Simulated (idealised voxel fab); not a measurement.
The name of this process module is voxel wiring stack.
In the cross-section labelled cut, the width is 270 nm and each square cell is 5 nm.
Format of a cross-section: grid, square cells. Given as bands. Order: top down. Band: one or more rows of cells.
In this notation a band is specified by the heights of its top and bottom, in that order and in nm, after which its materials appear from left to right, each paired with its width in nm. The word "throughout" attached to a single material means that material fills the band from edge to edge; the word "blank" stands for empty space.
Measure heights from 0. That's the level where, below it, the as-received wafer is all one material. The lowest band is bottomless and extends downward; write it as in "0 and below".
Think of "30..40" as a width that walks from the first number to the second as you go down the band, top row to bottom row, taking equal-sized steps from row to row.
Basically "changes: none" means that step didn't change any cell in the cross-section.
"Sealed internal voids" contains a list of empty spaces, each no smaller than 8 cells and without an open way to the top, written in the form width x height at distance with the distance from the left edge and all three in nm.
Read whatever lies past the settings on a step's line as the simulator's own remark about the step.
overlay nm: where the mask lay relative to plan, measured to the right, on steps with a mask; negatives go left.
Pairs follow: section before one process step, section after it down to the lowest changed band, step with settings underneath. Pairs may come from different runs of this module on the same starting wafer; continuity with the pair above only as stated in the "Preceding state" entry.

-- Preceding state
	65 down to 55  lowk throughout
	55 down to 50  SiCN throughout
	50 down to 45  100 of SiCN / 30 of Ru / 10 of SiCN / 30 of Ru / 100 of SiCN
	45 down to 20  105 of SiO2 / 5 of TiN / 10 of Cu / 5 of TiN / 20 of SiO2 / 5 of TiN / 10 of Cu / 5 of TiN / 105 of SiO2
	20 down to 15  105 of SiCN / 20 of TiN / 20 of SiCN / 20 of TiN / 105 of SiCN
	15 down to 0  SiO2 throughout
	0 and below  Si throughout
	Sealed internal voids: none

-- State After Step
	65 down to 55  100 of lowk / 25 of blank / 15 of lowk / 25 of blank / 105 of lowk
	Unchanged below 55.
	Sealed internal voids: none
the step between: op MASKED_ETCH | tone open | mask id PLUG_1 | width nm 25 | pitch nm 40 | etch materials lowk | depth nm 10 | overlay nm 0

Preceding state: The structure entering this step is exactly what the pair just above shows after its step.

-- State After Step
	65 down to 55  100 of lowk / 25 of blank / 15 of lowk / 25 of blank / 105 of lowk
	55 down to 50  105 of SiCN / 15 of blank / 25 of SiCN / 15 of blank / 110 of SiCN
	Unchanged below 50.
	Sealed internal voids: none
the step between: op MASKED_ETCH | tone open | mask id PLUG_1 | width nm 15 | pitch nm 40 | etch materials SiCN | depth nm 5 | overlay nm 0

Preceding state: The structure entering this step is exactly what the pair just above shows after its step.

-- State After Step
	70 down to 65  105 of TiN / 15 of blank / 25 of TiN / 15 of blank / 110 of TiN
	65 down to 55  100 of lowk / 5..10 of TiN / 15..5 of blank / 5..10 of TiN / 15 of lowk / 5..10 of TiN / 15..5 of blank / 5..10 of TiN / 105 of lowk
	55 down to 50  105 of SiCN / 15 of TiN / 25 of SiCN / 15 of TiN / 110 of SiCN
	Unchanged below 50.
	Sealed internal voids: none
the step between: op CONFORMAL_DEP | material TiN | thk nm 5

Preceding state: The structure entering this step is exactly what the pair just above shows after its step.

-- State After Step
	80 down to 70  W throughout
	70 down to 65  105 of TiN / 15 of W / 25 of TiN / 15 of W / 110 of TiN
	65 down to 55  100 of lowk / 5..10 of TiN / 15..5 of W / 5..10 of TiN / 15 of lowk / 5..10 of TiN / 15..5 of W / 5..10 of TiN / 105 of lowk
	Unchanged below 55.
	Sealed internal voids: none
the step between: op FILL_DEP | material W | thk nm 10

Preceding state: The structure entering this step is exactly what the pair just above shows after its step.

-- State After Step
	65 down to 55  100 of lowk / 5..10 of TiN / 15..5 of W / 5..10 of TiN / 15 of lowk / 5..10 of TiN / 15..5 of W / 5..10 of TiN / 105 of lowk
	Unchanged below 55.
	Sealed internal voids: none
the step between: op CMP | height nm 65

Preceding state: The structure entering this step is exactly what the pair just above shows after its step.

-- State After Step
	70 down to 65  TiN throughout
	Unchanged below 65.
	Sealed internal voids: none
the step between: op DIRECTIONAL_DEP | material TiN | thk nm 5

Preceding state: The structure entering this step is exactly what the pair just above shows after its step.

-- State After Step
	95 down to 70  W throughout
	Unchanged below 70.
	Sealed internal voids: none
the step between: op DIRECTIONAL_DEP | material W | thk nm 25

Preceding state: The structure entering this step is exactly what the pair just above shows after its step.

-- State After Step
	95 down to 70  105 of blank / 20 of W / 20 of blank / 20 of W / 105 of blank
	Unchanged below 70.
	Sealed internal voids: none
the step between: op MASKED_ETCH | tone cover | mask id METAL_2 | width nm 20 | pitch nm 40 | etch materials W | depth nm 25 | overlay nm 0

Preceding state: The structure entering this step is exactly what the pair just above shows after its step.

-- State After Step
	95 down to 70  105 of blank / 20 of W / 20 of blank / 20 of W / 105 of blank
	70 down to 65  105 of blank / 20 of TiN / 20 of blank / 20 of TiN / 105 of blank
	Unchanged below 65.
	Sealed internal voids: none
the step between: op MASKED_ETCH | tone cover | mask id METAL_2 | width nm 20 | pitch nm 40 | etch materials TiN | depth nm 5 | overlay nm 0

Preceding state: The structure entering this step is exactly what the pair just above shows after its step.

-- State After Step
	100 down to 95  100 of blank / 30 of SiCN / 10 of blank / 30 of SiCN / 100 of blank
	95 down to 70  100 of blank / 5 of SiCN / 20 of W / 5 of SiCN / 10 of blank / 5 of SiCN / 20 of W / 5 of SiCN / 100 of blank
	70 down to 65  105 of SiCN / 20 of TiN / 20 of SiCN / 20 of TiN / 105 of SiCN
	Unchanged below 65.
	Sealed internal voids: none
the step between: op CONFORMAL_DEP | material SiCN | thk nm 5

Preceding state: The structure entering this step is exactly what the pair just above shows after its step.

-- State After Step
	110 down to 100  lowk throughout
	100 down to 95  100 of lowk / 30 of SiCN / 10 of lowk / 30 of SiCN / 100 of lowk
	95 down to 70  100 of lowk / 5 of SiCN / 20 of W / 5 of SiCN / 10 of lowk / 5 of SiCN / 20 of W / 5 of SiCN / 100 of lowk
	Unchanged below 70.
	Sealed internal voids: none
the step between: op FILL_DEP | material lowk | thk nm 10

Preceding state: The structure entering this step is exactly what the pair just above shows after its step.

-- State After Step
	95 down to 70  100 of lowk / 5 of SiCN / 20 of W / 5 of SiCN / 10 of lowk / 5 of SiCN / 20 of W / 5 of SiCN / 100 of lowk
	Unchanged below 70.
	Sealed internal voids: none
the step between: op CMP | height nm 95

Preceding state: The structure entering this step is exactly what the pair just above shows after its step.

-- State After Step
	100 down to 95  SiCN throughout
	Unchanged below 95.
	Sealed internal voids: none
the step between: op CONFORMAL_DEP | material SiCN | thk nm 5

-- Preceding state
	95 down to 70  W throughout
	70 down to 65  TiN throughout
	65 down to 55  105 of lowk / 5 of TiN / 5 of W / 5 of TiN / 25 of lowk / 5 of TiN / 5 of W / 5 of TiN / 110 of lowk
	55 down to 50  105 of SiCN / 15 of TiN / 25 of SiCN / 15 of TiN / 110 of SiCN
	50 down to 45  100 of SiCN / 30 of Ru / 10 of SiCN / 30 of Ru / 100 of SiCN
	45 down to 20  105 of SiO2 / 5 of TiN / 10 of Cu / 5 of TiN / 20 of SiO2 / 5 of TiN / 10 of Cu / 5 of TiN / 105 of SiO2
	20 down to 15  105 of SiCN / 20 of TiN / 20 of SiCN / 20 of TiN / 105 of SiCN
	15 down to 0  SiO2 throughout
	0 and below  Si throughout
	Sealed internal voids: none

-- State After Step
	95 down to 70  95 of blank / 20 of W / 20 of blank / 20 of W / 115 of blank
	Unchanged below 70.
	Sealed internal voids: none
the step between: op MASKED_ETCH | tone cover | mask id METAL_2 | width nm 20 | pitch nm 40 | etch materials W | depth nm 25 | overlay nm -10

Preceding state: The structure entering this step is exactly what the pair just above shows after its step.

-- State After Step
	95 down to 70  95 of blank / 20 of W / 20 of blank / 20 of W / 115 of blank
	70 down to 65  95 of blank / 30 of TiN / 10 of blank / 30 of TiN / 105 of blank
	Unchanged below 65.
	Sealed internal voids: none
the step between: op MASKED_ETCH | tone cover | mask id METAL_2 | width nm 20 | pitch nm 40 | etch materials TiN | depth nm 5 | overlay nm 0

Preceding state: The structure entering this step is exactly what the pair just above shows after its step.

-- State After Step
	100 down to 95  90 of blank / 30 of SiCN / 10 of blank / 30 of SiCN / 110 of blank
	95 down to 75  90 of blank / 5 of SiCN / 20 of W / 5 of SiCN / 10 of blank / 5 of SiCN / 20 of W / 5 of SiCN / 110 of blank
	75 down to 70  90 of blank / 5 of SiCN / 20 of W / 20 of SiCN / 20 of W / 15 of SiCN / 100 of blank
	70 down to 65  95 of SiCN / 30 of TiN / 10 of SiCN / 30 of TiN / 105 of SiCN
	Unchanged below 65.
	Sealed internal voids: none
the step between: op CONFORMAL_DEP | material SiCN | thk nm 5

Preceding state: The structure entering this step is exactly what the pair just above shows after its step.

-- State After Step
	110 down to 100  lowk throughout
	100 down to 95  90 of lowk / 30 of SiCN / 10 of lowk / 30 of SiCN / 110 of lowk
	95 down to 75  90 of lowk / 5 of SiCN / 20 of W / 5 of SiCN / 10 of lowk / 5 of SiCN / 20 of W / 5 of SiCN / 110 of lowk
	75 down to 70  90 of lowk / 5 of SiCN / 20 of W / 20 of SiCN / 20 of W / 15 of SiCN / 100 of lowk
	Unchanged below 70.
	Sealed internal voids: none
the step between: op FILL_DEP | material lowk | thk nm 10

Preceding state: The structure entering this step is exactly what the pair just above shows after its step.

-- State After Step
	95 down to 75  90 of lowk / 5 of SiCN / 20 of W / 5 of SiCN / 10 of lowk / 5 of SiCN / 20 of W / 5 of SiCN / 110 of lowk
	Unchanged below 75.
	Sealed internal voids: none
the step between: op CMP | height nm 95

Preceding state: The structure entering this step is exactly what the pair just above shows after its step.

-- State After Step
	100 down to 95  SiCN throughout
	Unchanged below 95.
	Sealed internal voids: none
the step between: op CONFORMAL_DEP | material SiCN | thk nm 5

-- Preceding state
	65 down to 55  105 of lowk / 5 of TiN / 5 of W / 5 of TiN / 25 of lowk / 5 of TiN / 5 of W / 5 of TiN / 110 of lowk
	55 down to 50  105 of SiCN / 15 of TiN / 25 of SiCN / 15 of TiN / 110 of SiCN
	50 down to 45  100 of SiCN / 30 of Ru / 10 of SiCN / 30 of Ru / 100 of SiCN
	45 down to 20  105 of SiO2 / 5 of TiN / 10 of Cu / 5 of TiN / 20 of SiO2 / 5 of TiN / 10 of Cu / 5 of TiN / 105 of SiO2
	20 down to 15  105 of SiCN / 20 of TiN / 20 of SiCN / 20 of TiN / 105 of SiCN
	15 down to 0  SiO2 throughout
	0 and below  Si throughout
	Sealed internal voids: none

-- State After Step
	70 down to 65  SiCN throughout
	Unchanged below 65.
	Sealed internal voids: none
the step between: op DIRECTIONAL_DEP | material SiCN | thk nm 5

Preceding state: The structure entering this step is exactly what the pair just above shows after its step.

-- State After Step
	95 down to 70  W throughout
	Unchanged below 70.
	Sealed internal voids: none
the step between: op DIRECTIONAL_DEP | material W | thk nm 25

Preceding state: The structure entering this step is exactly what the pair just above shows after its step.

-- State After Step
	95 down to 70  105 of blank / 20 of W / 20 of blank / 20 of W / 105 of blank
	Unchanged below 70.
	Sealed internal voids: none
the step between: op MASKED_ETCH | tone cover | mask id METAL_2 | width nm 20 | pitch nm 40 | etch materials W | depth nm 25 | overlay nm 0

Preceding state: The structure entering this step is exactly what the pair just above shows after its step.

-- State After Step
	100 down to 95  100 of blank / 30 of SiCN / 10 of blank / 30 of SiCN / 100 of blank
	95 down to 75  100 of blank / 5 of SiCN / 20 of W / 5 of SiCN / 10 of blank / 5 of SiCN / 20 of W / 5 of SiCN / 100 of blank
	75 down to 70  105 of SiCN / 20 of W / 20 of SiCN / 20 of W / 105 of SiCN
	Unchanged below 70.
	Sealed internal voids: none
the step between: op CONFORMAL_DEP | material SiCN | thk nm 5

Preceding state: The structure entering this step is exactly what the pair just above shows after its step.

-- State After Step
	110 down to 100  lowk throughout
	100 down to 95  100 of lowk / 30 of SiCN / 10 of lowk / 30 of SiCN / 100 of lowk
	95 down to 75  100 of lowk / 5 of SiCN / 20 of W / 5 of SiCN / 10 of lowk / 5 of SiCN / 20 of W / 5 of SiCN / 100 of lowk
	Unchanged below 75.
	Sealed internal voids: none
the step between: op FILL_DEP | material lowk | thk nm 10

Preceding state: The structure entering this step is exactly what the pair just above shows after its step.

-- State After Step
	95 down to 75  100 of lowk / 5 of SiCN / 20 of W / 5 of SiCN / 10 of lowk / 5 of SiCN / 20 of W / 5 of SiCN / 100 of lowk
	Unchanged below 75.
	Sealed internal voids: none
the step between: op CMP | height nm 95

Preceding state: The structure entering this step is exactly what the pair just above shows after its step.

-- State After Step
	100 down to 95  SiCN throughout
	Unchanged below 95.
	Sealed internal voids: none
the step between: op CONFORMAL_DEP | material SiCN | thk nm 5

-- Preceding state
	95 down to 70  W throughout
	70 down to 65  TiN throughout
	65 down to 55  105 of lowk / 5 of TiN / 5 of W / 5 of TiN / 25 of lowk / 5 of TiN / 5 of W / 5 of TiN / 110 of lowk
	55 down to 50  105 of SiCN / 15 of TiN / 25 of SiCN / 15 of TiN / 110 of SiCN
	50 down to 45  100 of SiCN / 30 of Ru / 10 of SiCN / 30 of Ru / 100 of SiCN
	45 down to 20  105 of SiO2 / 5 of TiN / 10 of Cu / 5 of TiN / 20 of SiO2 / 5 of TiN / 10 of Cu / 5 of TiN / 105 of SiO2
	20 down to 15  105 of SiCN / 20 of TiN / 20 of SiCN / 20 of TiN / 105 of SiCN
	15 down to 0  SiO2 throughout
	0 and below  Si throughout
	Sealed internal voids: none

-- State After Step
	95 down to 70  105 of W / 20 of blank / 20 of W / 20 of blank / 105 of W
	Unchanged below 70.
	Sealed internal voids: none
the step between: op MASKED_ETCH | tone open | mask id METAL_2 | width nm 20 | pitch nm 40 | etch materials W | depth nm 25 | overlay nm 0

Preceding state: The structure entering this step is exactly what the pair just above shows after its step.

-- State After Step
	100 down to 95  110 of SiCN / 10 of blank / 30 of SiCN / 10 of blank / 110 of SiCN
	95 down to 75  105 of W / 5 of SiCN / 10 of blank / 5 of SiCN / 20 of W / 5 of SiCN / 10 of blank / 5 of SiCN / 105 of W
	75 down to 70  105 of W / 20 of SiCN / 20 of W / 20 of SiCN / 105 of W
	Unchanged below 70.
	Sealed internal voids: none
the step between: op CONFORMAL_DEP | material SiCN | thk nm 5

Preceding state: The structure entering this step is exactly what the pair just above shows after its step.

-- State After Step
	110 down to 100  lowk throughout
	100 down to 95  110 of SiCN / 10 of lowk / 30 of SiCN / 10 of lowk / 110 of SiCN
	95 down to 75  105 of W / 5 of SiCN / 10 of lowk / 5 of SiCN / 20 of W / 5 of SiCN / 10 of lowk / 5 of SiCN / 105 of W
	Unchanged below 75.
	Sealed internal voids: none
the step between: op FILL_DEP | material lowk | thk nm 10

Preceding state: The structure entering this step is exactly what the pair just above shows after its step.

-- State After Step
	95 down to 75  105 of W / 5 of SiCN / 10 of lowk / 5 of SiCN / 20 of W / 5 of SiCN / 10 of lowk / 5 of SiCN / 105 of W
	Unchanged below 75.
	Sealed internal voids: none
the step between: op CMP | height nm 95

Preceding state: The structure entering this step is exactly what the pair just above shows after its step.

-- State After Step
	100 down to 95  SiCN throughout
	Unchanged below 95.
	Sealed internal voids: none
the step between: op CONFORMAL_DEP | material SiCN | thk nm 5
